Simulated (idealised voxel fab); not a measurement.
Process module under the name voxel wiring stack
195 nm wide, 5 nm square cells: that's cross-section cut.
Throughout this document, each cross-section is represented as a grid of square cells and is presented as a sequence of bands enumerated from the top downward, where a band comprises one or more rows of cells. Band: top and bottom heights (nm) first, top before bottom; then materials from left to right, widths in nm. "everywhere" marks a sole material filling the band edge to edge. "blank" denotes empty space. Height reference: 0 = level under which incoming wafer is all one material. Lowest band: no bottom, runs on downward, e.g. "from 0 down". The width entry "30..40" should be interpreted row by row: the top row of cells in the band takes the first number, the bottom row takes the second number, and the change between adjacent rows is uniform throughout. It should be understood that the words "no modification", when stated for a given step, signify that the cross-section underwent no change in any of its cells during that step. "Closed void entries" enumerates empty spaces isolated from the top, with no open way to it, that contain at least 8 cells, giving each as width x height at distance from the left edge, all three in nm. Formally, on a step line, whatever follows the settings is a remark that the simulator itself makes on the step. overlay nm: step with mask; distance mask lay right of planned place; negative value = left of planned place.

-- Below is the list of planned process steps
1. RECEIVE with material Si
2. CONFORMAL_DEP with material SiO2, thk nm 10
3. DIRECTIONAL_DEP with material TiN, thk nm 5
4. DIRECTIONAL_DEP with material W, thk nm 20
5. MASKED_ETCH with tone cover, mask id METAL_1, width nm 25, pitch nm 40, etch materials W, depth nm 20, overlay nm 0
6. MASKED_ETCH with tone cover, mask id METAL_1, width nm 25, pitch nm 40, etch materials TiN, depth nm 5, overlay nm 0
7. CONFORMAL_DEP with material SiN, thk nm 5
8. FILL_DEP with material lowk, thk nm 5
9. CMP with height nm 35
10. CONFORMAL_DEP with material SiCN, thk nm 5
11. DIRECTIONAL_DEP with material lowk, thk nm 15
12. MASKED_ETCH with tone open, mask id PLUG_1, width nm 15, pitch nm 40, etch materials lowk, depth nm 15, overlay nm 0
13. MASKED_ETCH with tone open, mask id PLUG_1, width nm 15, pitch nm 40, etch materials SiCN, depth nm 5, overlay nm 0
14. EPI with material Ru, thk nm 10
15. EPI with material Ru, thk nm 10
16. CONFORMAL_DEP with material SiCN, thk nm 5
17. DIRECTIONAL_DEP with material SiO2, thk nm 20
18. PATTERN with tone open, mask id METAL_2, material resist, width nm 25, pitch nm 40, thk nm 20, overlay nm 0
19. DIRECTIONAL_ETCH with etch materials SiO2, depth nm 20
20. DIRECTIONAL_ETCH with etch materials SiCN, depth nm 5
21. STRIP with etch materials resist
22. CONFORMAL_DEP with material TiN, thk nm 5
23. FILL_DEP with material Ru, thk nm 5
24. CMP with height nm 80
25. CONFORMAL_DEP with material SiCN, thk nm 5

-- Wafer, first of two, run as planned

-- Cross-sectional view of the wafer in its as-received condition, corresponding to the state after step 1
from 0 down: Si everywhere
Closed void entries: none

-- Take a look at the wafer's cross-section after step 2
from 10 to 0: SiO2 everywhere
below 0: unchanged

-- Take a look at the wafer's cross-section after step 3
from 15 to 10: TiN everywhere
below 10: unchanged

-- Take a look at the wafer's cross-section after step 4
from 35 to 15: W everywhere
below 15: unchanged

-- Take a look at the wafer's cross-section after step 5
from 35 to 15: 25 nm blank; 25 nm W; 15 nm blank; 25 nm W; 15 nm blank; 25 nm W; 15 nm blank; 25 nm W; 25 nm blank
below 15: unchanged

-- Take a look at the wafer's cross-section after step 6
from 35 to 15: 25 nm blank; 25 nm W; 15 nm blank; 25 nm W; 15 nm blank; 25 nm W; 15 nm blank; 25 nm W; 25 nm blank
from 15 to 10: 25 nm blank; 25 nm TiN; 15 nm blank; 25 nm TiN; 15 nm blank; 25 nm TiN; 15 nm blank; 25 nm TiN; 25 nm blank
below 10: unchanged

-- Take a look at the wafer's cross-section after step 7
from 40 to 35: 20 nm blank; 35 nm SiN; 5 nm blank; 35 nm SiN; 5 nm blank; 35 nm SiN; 5 nm blank; 35 nm SiN; 20 nm blank
from 35 to 15: 20 nm blank; 5 nm SiN; 25 nm W; 5 nm SiN; 5 nm blank; 5 nm SiN; 25 nm W; 5 nm SiN; 5 nm blank; 5 nm SiN; 25 nm W; 5 nm SiN; 5 nm blank; 5 nm SiN; 25 nm W; 5 nm SiN; 20 nm blank
from 15 to 10: 25 nm SiN; 25 nm TiN; 15 nm SiN; 25 nm TiN; 15 nm SiN; 25 nm TiN; 15 nm SiN; 25 nm TiN; 25 nm SiN
below 10: unchanged

-- Take a look at the wafer's cross-section after step 8
from 45 to 40: lowk everywhere
from 40 to 35: 20 nm lowk; 35 nm SiN; 5 nm lowk; 35 nm SiN; 5 nm lowk; 35 nm SiN; 5 nm lowk; 35 nm SiN; 20 nm lowk
from 35 to 15: 20 nm lowk; 5 nm SiN; 25 nm W; 5 nm SiN; 5 nm lowk; 5 nm SiN; 25 nm W; 5 nm SiN; 5 nm lowk; 5 nm SiN; 25 nm W; 5 nm SiN; 5 nm lowk; 5 nm SiN; 25 nm W; 5 nm SiN; 20 nm lowk
below 15: unchanged

-- Take a look at the wafer's cross-section after step 9
from 35 to 15: 20 nm lowk; 5 nm SiN; 25 nm W; 5 nm SiN; 5 nm lowk; 5 nm SiN; 25 nm W; 5 nm SiN; 5 nm lowk; 5 nm SiN; 25 nm W; 5 nm SiN; 5 nm lowk; 5 nm SiN; 25 nm W; 5 nm SiN; 20 nm lowk
below 15: unchanged

-- Take a look at the wafer's cross-section after step 10
from 40 to 35: SiCN everywhere
below 35: unchanged

-- Take a look at the wafer's cross-section after step 11
from 55 to 40: lowk everywhere
below 40: unchanged

-- Take a look at the wafer's cross-section after step 12
from 55 to 40: 25 nm lowk; 15 nm blank; 25 nm lowk; 15 nm blank; 25 nm lowk; 15 nm blank; 25 nm lowk; 15 nm blank; 35 nm lowk
below 40: unchanged

-- Take a look at the wafer's cross-section after step 13
from 55 to 40: 25 nm lowk; 15 nm blank; 25 nm lowk; 15 nm blank; 25 nm lowk; 15 nm blank; 25 nm lowk; 15 nm blank; 35 nm lowk
from 40 to 35: 25 nm SiCN; 15 nm blank; 25 nm SiCN; 15 nm blank; 25 nm SiCN; 15 nm blank; 25 nm SiCN; 15 nm blank; 35 nm SiCN
below 35: unchanged

-- Take a look at the wafer's cross-section after step 14
from 55 to 45: 25 nm lowk; 15 nm blank; 25 nm lowk; 15 nm blank; 25 nm lowk; 15 nm blank; 25 nm lowk; 15 nm blank; 35 nm lowk
from 45 to 40: 25 nm lowk; 15 nm Ru; 25 nm lowk; 15 nm Ru; 25 nm lowk; 15 nm Ru; 25 nm lowk; 15 nm Ru; 35 nm lowk
from 40 to 35: 25 nm SiCN; 15 nm Ru; 25 nm SiCN; 15 nm Ru; 25 nm SiCN; 15 nm Ru; 25 nm SiCN; 15 nm Ru; 35 nm SiCN
below 35: unchanged

-- Take a look at the wafer's cross-section after step 15
from 55 to 40: 25 nm lowk; 15 nm Ru; 25 nm lowk; 15 nm Ru; 25 nm lowk; 15 nm Ru; 25 nm lowk; 15 nm Ru; 35 nm lowk
below 40: unchanged

-- Take a look at the wafer's cross-section after step 16
from 60 to 55: SiCN everywhere
below 55: unchanged

-- Take a look at the wafer's cross-section after step 17
from 80 to 60: SiO2 everywhere
below 60: unchanged

-- Take a look at the wafer's cross-section after step 18
from 100 to 80: 25 nm resist; 25 nm blank; 15 nm resist; 25 nm blank; 15 nm resist; 25 nm blank; 15 nm resist; 25 nm blank; 25 nm resist
below 80: unchanged

-- Take a look at the wafer's cross-section after step 19
from 100 to 80: 25 nm resist; 25 nm blank; 15 nm resist; 25 nm blank; 15 nm resist; 25 nm blank; 15 nm resist; 25 nm blank; 25 nm resist
from 80 to 60: 25 nm SiO2; 25 nm blank; 15 nm SiO2; 25 nm blank; 15 nm SiO2; 25 nm blank; 15 nm SiO2; 25 nm blank; 25 nm SiO2
below 60: unchanged

-- Take a look at the wafer's cross-section after step 20
from 100 to 80: 25 nm resist; 25 nm blank; 15 nm resist; 25 nm blank; 15 nm resist; 25 nm blank; 15 nm resist; 25 nm blank; 25 nm resist
from 80 to 60: 25 nm SiO2; 25 nm blank; 15 nm SiO2; 25 nm blank; 15 nm SiO2; 25 nm blank; 15 nm SiO2; 25 nm blank; 25 nm SiO2
from 60 to 55: 25 nm SiCN; 25 nm blank; 15 nm SiCN; 25 nm blank; 15 nm SiCN; 25 nm blank; 15 nm SiCN; 25 nm blank; 25 nm SiCN
below 55: unchanged

-- Take a look at the wafer's cross-section after step 21
from 80 to 60: 25 nm SiO2; 25 nm blank; 15 nm SiO2; 25 nm blank; 15 nm SiO2; 25 nm blank; 15 nm SiO2; 25 nm blank; 25 nm SiO2
below 60: unchanged

-- Take a look at the wafer's cross-section after step 22
from 85 to 80: 30 nm TiN; 15 nm blank; 25 nm TiN; 15 nm blank; 25 nm TiN; 15 nm blank; 25 nm TiN; 15 nm blank; 30 nm TiN
from 80 to 60: 25 nm SiO2; 5 nm TiN; 15 nm blank; 5 nm TiN; 15 nm SiO2; 5 nm TiN; 15 nm blank; 5 nm TiN; 15 nm SiO2; 5 nm TiN; 15 nm blank; 5 nm TiN; 15 nm SiO2; 5 nm TiN; 15 nm blank; 5 nm TiN; 25 nm SiO2
from 60 to 55: 25 nm SiCN; 25 nm TiN; 15 nm SiCN; 25 nm TiN; 15 nm SiCN; 25 nm TiN; 15 nm SiCN; 25 nm TiN; 25 nm SiCN
below 55: unchanged

-- Take a look at the wafer's cross-section after step 23
from 90 to 85: Ru everywhere
from 85 to 80: 30 nm TiN; 15 nm Ru; 25 nm TiN; 15 nm Ru; 25 nm TiN; 15 nm Ru; 25 nm TiN; 15 nm Ru; 30 nm TiN
from 80 to 60: 25 nm SiO2; 5 nm TiN; 15 nm Ru; 5 nm TiN; 15 nm SiO2; 5 nm TiN; 15 nm Ru; 5 nm TiN; 15 nm SiO2; 5 nm TiN; 15 nm Ru; 5 nm TiN; 15 nm SiO2; 5 nm TiN; 15 nm Ru; 5 nm TiN; 25 nm SiO2
below 60: unchanged

-- Take a look at the wafer's cross-section after step 24
from 80 to 60: 25 nm SiO2; 5 nm TiN; 15 nm Ru; 5 nm TiN; 15 nm SiO2; 5 nm TiN; 15 nm Ru; 5 nm TiN; 15 nm SiO2; 5 nm TiN; 15 nm Ru; 5 nm TiN; 15 nm SiO2; 5 nm TiN; 15 nm Ru; 5 nm TiN; 25 nm SiO2
below 60: unchanged

-- Take a look at the wafer's cross-section after step 25
from 85 to 80: SiCN everywhere
below 80: unchanged

-- Wafer two. Same start, same plan, one slip in execution. Same as wafer one through step 2, inclusive

-- At the planned end of step 3, the second wafer in cross-section
from 15 to 10: SiCN everywhere
below 10: unchanged

-- At the planned end of step 4, the second wafer in cross-section
from 35 to 15: W everywhere
below 15: unchanged

-- At the planned end of step 5, the second wafer in cross-section
from 35 to 15: 25 nm blank; 25 nm W; 15 nm blank; 25 nm W; 15 nm blank; 25 nm W; 15 nm blank; 25 nm W; 25 nm blank
below 15: unchanged

At the planned end of step 6, the second wafer in cross-section: no modification

-- At the planned end of step 7, the second wafer in cross-section
from 40 to 35: 20 nm blank; 35 nm SiN; 5 nm blank; 35 nm SiN; 5 nm blank; 35 nm SiN; 5 nm blank; 35 nm SiN; 20 nm blank
from 35 to 20: 20 nm blank; 5 nm SiN; 25 nm W; 5 nm SiN; 5 nm blank; 5 nm SiN; 25 nm W; 5 nm SiN; 5 nm blank; 5 nm SiN; 25 nm W; 5 nm SiN; 5 nm blank; 5 nm SiN; 25 nm W; 5 nm SiN; 20 nm blank
from 20 to 15: 25 nm SiN; 25 nm W; 15 nm SiN; 25 nm W; 15 nm SiN; 25 nm W; 15 nm SiN; 25 nm W; 25 nm SiN
below 15: unchanged

-- At the planned end of step 8, the second wafer in cross-section
from 45 to 40: lowk everywhere
from 40 to 35: 20 nm lowk; 35 nm SiN; 5 nm lowk; 35 nm SiN; 5 nm lowk; 35 nm SiN; 5 nm lowk; 35 nm SiN; 20 nm lowk
from 35 to 20: 20 nm lowk; 5 nm SiN; 25 nm W; 5 nm SiN; 5 nm lowk; 5 nm SiN; 25 nm W; 5 nm SiN; 5 nm lowk; 5 nm SiN; 25 nm W; 5 nm SiN; 5 nm lowk; 5 nm SiN; 25 nm W; 5 nm SiN; 20 nm lowk
below 20: unchanged

-- At the planned end of step 9, the second wafer in cross-section
from 35 to 20: 20 nm lowk; 5 nm SiN; 25 nm W; 5 nm SiN; 5 nm lowk; 5 nm SiN; 25 nm W; 5 nm SiN; 5 nm lowk; 5 nm SiN; 25 nm W; 5 nm SiN; 5 nm lowk; 5 nm SiN; 25 nm W; 5 nm SiN; 20 nm lowk
below 20: unchanged

-- At the planned end of step 10, the second wafer in cross-section
from 40 to 35: SiCN everywhere
below 35: unchanged

-- At the planned end of step 11, the second wafer in cross-section
from 55 to 40: lowk everywhere
below 40: unchanged

-- At the planned end of step 12, the second wafer in cross-section
from 55 to 40: 25 nm lowk; 15 nm blank; 25 nm lowk; 15 nm blank; 25 nm lowk; 15 nm blank; 25 nm lowk; 15 nm blank; 35 nm lowk
below 40: unchanged

-- At the planned end of step 13, the second wafer in cross-section
from 55 to 40: 25 nm lowk; 15 nm blank; 25 nm lowk; 15 nm blank; 25 nm lowk; 15 nm blank; 25 nm lowk; 15 nm blank; 35 nm lowk
from 40 to 35: 25 nm SiCN; 15 nm blank; 25 nm SiCN; 15 nm blank; 25 nm SiCN; 15 nm blank; 25 nm SiCN; 15 nm blank; 35 nm SiCN
below 35: unchanged

-- At the planned end of step 14, the second wafer in cross-section
from 55 to 45: 25 nm lowk; 15 nm blank; 25 nm lowk; 15 nm blank; 25 nm lowk; 15 nm blank; 25 nm lowk; 15 nm blank; 35 nm lowk
from 45 to 40: 25 nm lowk; 15 nm Ru; 25 nm lowk; 15 nm Ru; 25 nm lowk; 15 nm Ru; 25 nm lowk; 15 nm Ru; 35 nm lowk
from 40 to 35: 25 nm SiCN; 15 nm Ru; 25 nm SiCN; 15 nm Ru; 25 nm SiCN; 15 nm Ru; 25 nm SiCN; 15 nm Ru; 35 nm SiCN
below 35: unchanged

-- At the planned end of step 15, the second wafer in cross-section
from 55 to 40: 25 nm lowk; 15 nm Ru; 25 nm lowk; 15 nm Ru; 25 nm lowk; 15 nm Ru; 25 nm lowk; 15 nm Ru; 35 nm lowk
below 40: unchanged

-- At the planned end of step 16, the second wafer in cross-section
from 60 to 55: SiCN everywhere
below 55: unchanged

-- At the planned end of step 17, the second wafer in cross-section
from 80 to 60: SiO2 everywhere
below 60: unchanged

-- At the planned end of step 18, the second wafer in cross-section
from 100 to 80: 25 nm resist; 25 nm blank; 15 nm resist; 25 nm blank; 15 nm resist; 25 nm blank; 15 nm resist; 25 nm blank; 25 nm resist
below 80: unchanged

-- At the planned end of step 19, the second wafer in cross-section
from 100 to 80: 25 nm resist; 25 nm blank; 15 nm resist; 25 nm blank; 15 nm resist; 25 nm blank; 15 nm resist; 25 nm blank; 25 nm resist
from 80 to 60: 25 nm SiO2; 25 nm blank; 15 nm SiO2; 25 nm blank; 15 nm SiO2; 25 nm blank; 15 nm SiO2; 25 nm blank; 25 nm SiO2
below 60: unchanged

-- At the planned end of step 20, the second wafer in cross-section
from 100 to 80: 25 nm resist; 25 nm blank; 15 nm resist; 25 nm blank; 15 nm resist; 25 nm blank; 15 nm resist; 25 nm blank; 25 nm resist
from 80 to 60: 25 nm SiO2; 25 nm blank; 15 nm SiO2; 25 nm blank; 15 nm SiO2; 25 nm blank; 15 nm SiO2; 25 nm blank; 25 nm SiO2
from 60 to 55: 25 nm SiCN; 25 nm blank; 15 nm SiCN; 25 nm blank; 15 nm SiCN; 25 nm blank; 15 nm SiCN; 25 nm blank; 25 nm SiCN
below 55: unchanged

-- At the planned end of step 21, the second wafer in cross-section
from 80 to 60: 25 nm SiO2; 25 nm blank; 15 nm SiO2; 25 nm blank; 15 nm SiO2; 25 nm blank; 15 nm SiO2; 25 nm blank; 25 nm SiO2
below 60: unchanged

-- At the planned end of step 22, the second wafer in cross-section
from 85 to 80: 30 nm TiN; 15 nm blank; 25 nm TiN; 15 nm blank; 25 nm TiN; 15 nm blank; 25 nm TiN; 15 nm blank; 30 nm TiN
from 80 to 60: 25 nm SiO2; 5 nm TiN; 15 nm blank; 5 nm TiN; 15 nm SiO2; 5 nm TiN; 15 nm blank; 5 nm TiN; 15 nm SiO2; 5 nm TiN; 15 nm blank; 5 nm TiN; 15 nm SiO2; 5 nm TiN; 15 nm blank; 5 nm TiN; 25 nm SiO2
from 60 to 55: 25 nm SiCN; 25 nm TiN; 15 nm SiCN; 25 nm TiN; 15 nm SiCN; 25 nm TiN; 15 nm SiCN; 25 nm TiN; 25 nm SiCN
below 55: unchanged

-- At the planned end of step 23, the second wafer in cross-section
from 90 to 85: Ru everywhere
from 85 to 80: 30 nm TiN; 15 nm Ru; 25 nm TiN; 15 nm Ru; 25 nm TiN; 15 nm Ru; 25 nm TiN; 15 nm Ru; 30 nm TiN
from 80 to 60: 25 nm SiO2; 5 nm TiN; 15 nm Ru; 5 nm TiN; 15 nm SiO2; 5 nm TiN; 15 nm Ru; 5 nm TiN; 15 nm SiO2; 5 nm TiN; 15 nm Ru; 5 nm TiN; 15 nm SiO2; 5 nm TiN; 15 nm Ru; 5 nm TiN; 25 nm SiO2
below 60: unchanged

-- At the planned end of step 24, the second wafer in cross-section
from 80 to 60: 25 nm SiO2; 5 nm TiN; 15 nm Ru; 5 nm TiN; 15 nm SiO2; 5 nm TiN; 15 nm Ru; 5 nm TiN; 15 nm SiO2; 5 nm TiN; 15 nm Ru; 5 nm TiN; 15 nm SiO2; 5 nm TiN; 15 nm Ru; 5 nm TiN; 25 nm SiO2
below 60: unchanged

-- At the planned end of step 25, the second wafer in cross-section
from 85 to 80: SiCN everywhere
below 80: unchanged
Run error: step 3 changed vs plan, executed as DIRECTIONAL_DEP with material SiCN, thk nm 5
at the end the second wafer has, in cells: +39 SiCN; -8 SiN; -20 TiN; -11 lowk
